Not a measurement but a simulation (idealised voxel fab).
Process module name: voxel self aligned vias
Cross-sectional view cut (width: 275 nm; square cell size: 5 nm).
Format of a cross-section: grid, square cells. Given as bands. Order: top down. Band: one or more rows of cells. What a band's entry tells you: where the top is and where the bottom is, as heights in nm, and after that what lies inside, material by material from left to right, each with its width in nm. Empty space is written as the word "empty", and a single material marked with the word "edge to edge" occupies the band from edge to edge. Heights are measured from 0, the level below which the as-received wafer is all one material; the lowest band has no bottom and continues downward, written as in "0 nm and below". Read "30->40" as a graded width: first number on top, second number at the bottom, same change between each pair of neighbouring rows. Where the words "stayed the same" appear for a step, the cross-section shows no cell changed by that step; every cell remained as before. "Fully sealed cavities" means: voids of 8 cells or more that are shut off from the top with no open way through. Written width x height at distance, distance from the left edge, in nm. If you see something after the settings on a step's line, that's the simulator's own remark about that step. The optional step-line setting "overlay nm" applies to steps with a mask and quantifies how far to the right of its planned location the mask lay, a negative value indicating leftward placement.
-- The steps planned for the process are as follows
step 1: RECEIVE: material Si
step 2: CONFORMAL_DEP: material SiO2, thk nm 10
step 3: CONFORMAL_DEP: material SiCN, thk nm 5
step 4: DIRECTIONAL_DEP: material SiO2, thk nm 20
step 5: PATTERN: tone open, mask id LINES, material resist, width nm 20, pitch nm 65, thk nm 15, overlay nm 0
step 6: DIRECTIONAL_ETCH: etch materials SiO2, depth nm 20
step 7: STRIP: etch materials resist
step 8: CONFORMAL_DEP: material TiN, thk nm 5
step 9: FILL_DEP: material W, thk nm 5
step 10: CMP: height nm 35
step 11: SELECTIVE_ETCH: etch materials W Ru TiN, depth nm 10
step 12: FILL_DEP: material SiN, thk nm 5
step 13: CMP: height nm 35
step 14: DIRECTIONAL_DEP: material SiO2, thk nm 15
step 15: MASKED_ETCH: tone open, mask id VIAS, width nm 40, pitch nm 65, etch materials SiO2, depth nm 15, overlay nm 0
step 16: MASKED_ETCH: tone open, mask id VIAS, width nm 40, pitch nm 65, etch materials SiN, depth nm 10, overlay nm 0
step 17: CONFORMAL_DEP: material TiN, thk nm 5
step 18: FILL_DEP: material Ru, thk nm 10
step 19: CMP: height nm 50
step 20: CONFORMAL_DEP: material SiN, thk nm 5
-- Step 1 complete: cross-section of the wafer as received
    0 nm and below | Si edge to edge
    Fully sealed cavities: none
-- Module complete - cross-section of the first of two wafers, run according to plan
    55 nm to 50 nm | SiN edge to edge
    50 nm to 40 nm | 50 of SiO2 / 5 of TiN / 30 of Ru / 5 of TiN / 25 of SiO2 / 5 of TiN / 30 of Ru / 5 of TiN / 25 of SiO2 / 5 of TiN / 30 of Ru / 5 of TiN / 55 of SiO2
    40 nm to 30 nm | 50->60 of SiO2 / 15->5 of TiN / 10 of Ru / 15->5 of TiN / 25->45 of SiO2 / 15->5 of TiN / 10 of Ru / 15->5 of TiN / 25->45 of SiO2 / 15->5 of TiN / 10 of Ru / 15->5 of TiN / 55->65 of SiO2
    30 nm to 25 nm | 60 of SiO2 / 20 of TiN / 45 of SiO2 / 20 of TiN / 45 of SiO2 / 20 of TiN / 65 of SiO2
    25 nm to 20 nm | 60 of SiO2 / 5 of TiN / 10 of W / 5 of TiN / 45 of SiO2 / 5 of TiN / 10 of W / 5 of TiN / 45 of SiO2 / 5 of TiN / 10 of W / 5 of TiN / 65 of SiO2
    20 nm to 15 nm | 60 of SiO2 / 20 of TiN / 45 of SiO2 / 20 of TiN / 45 of SiO2 / 20 of TiN / 65 of SiO2
    15 nm to 10 nm | SiCN edge to edge
    10 nm to 0 nm | SiO2 edge to edge
    0 nm and below | Si edge to edge
    Fully sealed cavities: none
-- Second wafer of the two, sectioned at the end of the module. It began like the first and followed the same plan, but one mistake was made while running it
    55 nm to 50 nm | SiN edge to edge
    50 nm to 35 nm | 50 of SiO2 / 5 of TiN / 30 of Ru / 5 of TiN / 25 of SiO2 / 5 of TiN / 30 of Ru / 5 of TiN / 25 of SiO2 / 5 of TiN / 30 of Ru / 5 of TiN / 55 of SiO2
    35 nm to 30 nm | 50 of SiN / 15 of TiN / 10 of Ru / 15 of TiN / 25 of SiN / 15 of TiN / 10 of Ru / 15 of TiN / 25 of SiN / 15 of TiN / 10 of Ru / 15 of TiN / 55 of SiN
    30 nm to 25 nm | 60 of SiO2 / 20 of TiN / 45 of SiO2 / 20 of TiN / 45 of SiO2 / 20 of TiN / 65 of SiO2
    25 nm to 15 nm | 60 of SiO2 / 5 of TiN / 10 of W / 5 of TiN / 45 of SiO2 / 5 of TiN / 10 of W / 5 of TiN / 45 of SiO2 / 5 of TiN / 10 of W / 5 of TiN / 65 of SiO2
    15 nm to 10 nm | 60 of SiO2 / 20 of TiN / 45 of SiO2 / 20 of TiN / 45 of SiO2 / 20 of TiN / 65 of SiO2
    10 nm to 0 nm | SiO2 edge to edge
    0 nm and below | Si edge to edge
    Fully sealed cavities: none
What was the processing mistake? step 3 of the plan was jumped over and never run
Heads up, by the end the second wafer has more or fewer cells of some materials compared to the first: Ru: 12 more | SiCN: 55 fewer | SiN: 31 more | TiN: 6 more | W: 6 more
